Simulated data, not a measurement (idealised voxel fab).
This is a process module. Its name is voxel transistor to metal.
Square cell edge 5 nm, section width 195 nm, ID cut.
We lay out every cross-section as a grid of square cells and spell it out in bands from the top down, where one band means one or more rows of cells. First you get the band's top height and its bottom height, in nm, and then the materials it's made of, left to right, with each width in nm. If you see a single material with "everywhere", that one covers the band edge to edge. "blank" is empty space. Heights are measured from 0, the level below which the as-received wafer is all one material; the lowest band has no bottom and continues downward, written as in "0 and below". Top row gets the first number, bottom row gets the second, and each row in between changes by the same step: that is how a band width like "30->40" works. The cross-section has no changed cell in any step marked "nothing altered". Entry "Closed void catalog" = empty spaces >= 8 cells with no open way to the top; each as width x height at distance, distance from left edge, all nm. On a step's line, text after the settings is the simulator commenting on that step. overlay nm: mask offset rightward from planned place, masked step; negative means leftward offset.

### Listed below are the process steps as planned
1 RECEIVE,material Si
2 OXIDIZE,depth nm 5
3 CONFORMAL_DEP,material SiN,thk nm 10
4 PATTERN,tone cover,mask id ACTIVE,material resist,width nm 115,thk nm 20,overlay nm 0
5 DIRECTIONAL_ETCH,etch materials SiN,depth nm 10
6 DIRECTIONAL_ETCH,etch materials SiO2,depth nm 5
7 DIRECTIONAL_ETCH,etch materials Si,depth nm 35
8 STRIP,etch materials resist
9 FILL_DEP,material SiO2,thk nm 5
10 CMP,height nm 10
11 SELECTIVE_ETCH,etch materials SiO2,depth nm 10
12 STRIP,etch materials SiN
13 SELECTIVE_ETCH,etch materials SiO2,depth nm 5
14 OXIDIZE,depth nm 5
15 DIRECTIONAL_DEP,material polySi,thk nm 20
16 DIRECTIONAL_DEP,material SiCN,thk nm 10
17 MASKED_ETCH,tone cover,mask id GATE,width nm 25,etch materials SiCN,depth nm 20,overlay nm 0
18 MASKED_ETCH,tone cover,mask id GATE,width nm 25,etch materials polySi,depth nm 30,overlay nm 0
19 CONFORMAL_DEP,material SiN,thk nm 10
20 DIRECTIONAL_ETCH,etch materials SiN,depth nm 10
21 DIRECTIONAL_ETCH,etch materials SiO2,depth nm 5
22 DIRECTIONAL_ETCH,etch materials Si,depth nm 10
23 EPI,material SiGe,thk nm 10
24 FILL_DEP,material SiO2,thk nm 5
25 CMP,height nm 15
26 STRIP,etch materials polySi
27 SELECTIVE_ETCH,etch materials SiO2,depth nm 5
28 CONFORMAL_DEP,material HfO2,thk nm 5
29 CONFORMAL_DEP,material TiN,thk nm 5
30 FILL_DEP,material W,thk nm 10
31 CMP,height nm 10
32 DIRECTIONAL_DEP,material SiO2,thk nm 15
33 MASKED_ETCH,tone open,mask id CONTACT,width nm 20,pitch nm 75,etch materials SiO2,depth nm 35,overlay nm 0
34 CONFORMAL_DEP,material TiN,thk nm 5
35 FILL_DEP,material W,thk nm 10
36 CMP,height nm 25
37 DIRECTIONAL_DEP,material TiN,thk nm 5
38 DIRECTIONAL_DEP,material W,thk nm 20
39 PATTERN,tone cover,mask id METAL_1,material resist,width nm 20,pitch nm 75,thk nm 15,overlay nm 0
40 DIRECTIONAL_ETCH,etch materials W,depth nm 20
41 DIRECTIONAL_ETCH,etch materials TiN,depth nm 5
42 STRIP,etch materials resist
43 CONFORMAL_DEP,material SiN,thk nm 5
44 FILL_DEP,material lowk,thk nm 5
45 CMP,height nm 50
46 CONFORMAL_DEP,material SiCN,thk nm 5

### Incoming wafer in cross-section (state: after step 1)
0 and below  Si everywhere
Closed void catalog: none

### One mistake in running the module, otherwise start and plan as above: cross-section at the end
55 down to 50  SiCN everywhere
50 down to 45  45 lowk  5 SiN  20 W  5 SiN  45 lowk  5 SiN  20 W  5 SiN  45 lowk
45 down to 40  50 SiN  20 TiN  55 SiN  20 TiN  50 SiN
40 down to 30  W everywhere
30 down to 25  55 TiN  10 W  65 TiN  10 W  55 TiN
25 down to 10  50 SiO2  5 TiN  10 W  5 TiN  55 SiO2  5 TiN  10 W  5 TiN  50 SiO2
10 down to 0  50 SiO2  5 TiN  10->5 W  5->10 TiN  5 SiO2  10 SiN  5 HfO2  5 TiN  5 W  5 TiN  5 HfO2  10 SiN  5 SiO2  5->10 TiN  10->5 W  5 TiN  50 SiO2
0 down to -5  50 SiO2  5 TiN  5 W  5 TiN  10 SiGe  10 SiN  5 HfO2  15 TiN  5 HfO2  10 SiN  10 SiGe  5 TiN  5 W  5 TiN  50 SiO2
-5 down to -10  50 SiO2  15 TiN  10 SiGe  5 SiO2  35 HfO2  5 SiO2  10 SiGe  15 TiN  50 SiO2
-10 down to -20  40 SiO2  35 SiGe  45 Si  35 SiGe  40 SiO2
-20 down to -40  40 SiO2  115 Si  40 SiO2
-40 and below  Si everywhere
Closed void catalog: none
Error vs. plan: plan step 36 was not performed, having been skipped
